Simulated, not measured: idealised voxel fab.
Presented below is a process module, voxel plated lines.
Section cut is 300 nm wide and gridded with 5 nm square cells.
Cross-section spec: square-cell grid; bands listed top down; each band is one or more rows.
It is stipulated that each band's entry specify, in nanometres, the height of the top of the band and then that of its bottom, followed by the materials of the band in left-to-right sequence, each together with its width in nanometres. A single material marked by the word "full width" is understood to fill the band from edge to edge; the word "air" is understood to denote empty space.
Basically, 0 is our baseline, since under it the wafer straight out of the box is all one material. The bottom band has no lower end and keeps on going down, so it looks like "0 down".
A width such as "30 to 40" changes by the same amount from each row of cells to the next, from the band's top row to its bottom row.
When a step is marked "everything unchanged", none of the cells in the cross-section changed during that step.
In the "Enclosed void catalog" entry, you get each enclosed empty space of 8 cells or more, one with no open way to the top, written width x height at distance, distance from the left edge, in nm.
It should be noted that, on the line of a given step, the content following the step's settings is a remark produced by the simulator itself with respect to that step.
overlay nm: step with mask; distance mask lay right of planned place; negative value = left of planned place.
[These are the steps we planned for the process]
1: RECEIVE [material Si]
2: CONFORMAL_DEP [material Al2O3] [thk nm 10]
3: DIRECTIONAL_DEP [material TiN] [thk nm 5]
4: PATTERN [tone open] [mask id LINES] [material resist] [width nm 15] [pitch nm 45] [thk nm 35] [overlay nm 0]
5: EPI [material Ru] [thk nm 10]
6: EPI [material Ru] [thk nm 10]
7: EPI [material Ru] [thk nm 10]
8: STRIP [etch materials resist]
9: DIRECTIONAL_ETCH [etch materials TiN] [depth nm 5]
10: CONFORMAL_DEP [material SiN] [thk nm 5]
[Shown in cross-section is the wafer as received, that is, as it stands after step 1]
0 down = Si full width
Enclosed void catalog: none
[Post-module cross-section: identical start and plan to those above, one misstep in execution]
50 to 45 = 80 air | 135 SiN | 85 air
45 to 30 = 80 air | 5 SiN | 35 Ru | 10 SiN | 35 Ru | 10 SiN | 35 Ru | 5 SiN | 85 air
30 to 25 = 85 SiN | 35 Ru | 10 SiN | 35 Ru | 10 SiN | 35 Ru | 90 SiN
25 to 15 = Ru full width
15 to 10 = TiN full width
10 to 0 = Al2O3 full width
0 down = Si full width
Enclosed void catalog: none
In executing the process, a mistake was made relative to the plan: it was found that steps 7 and 8 of the process plan had been performed in exchanged positions
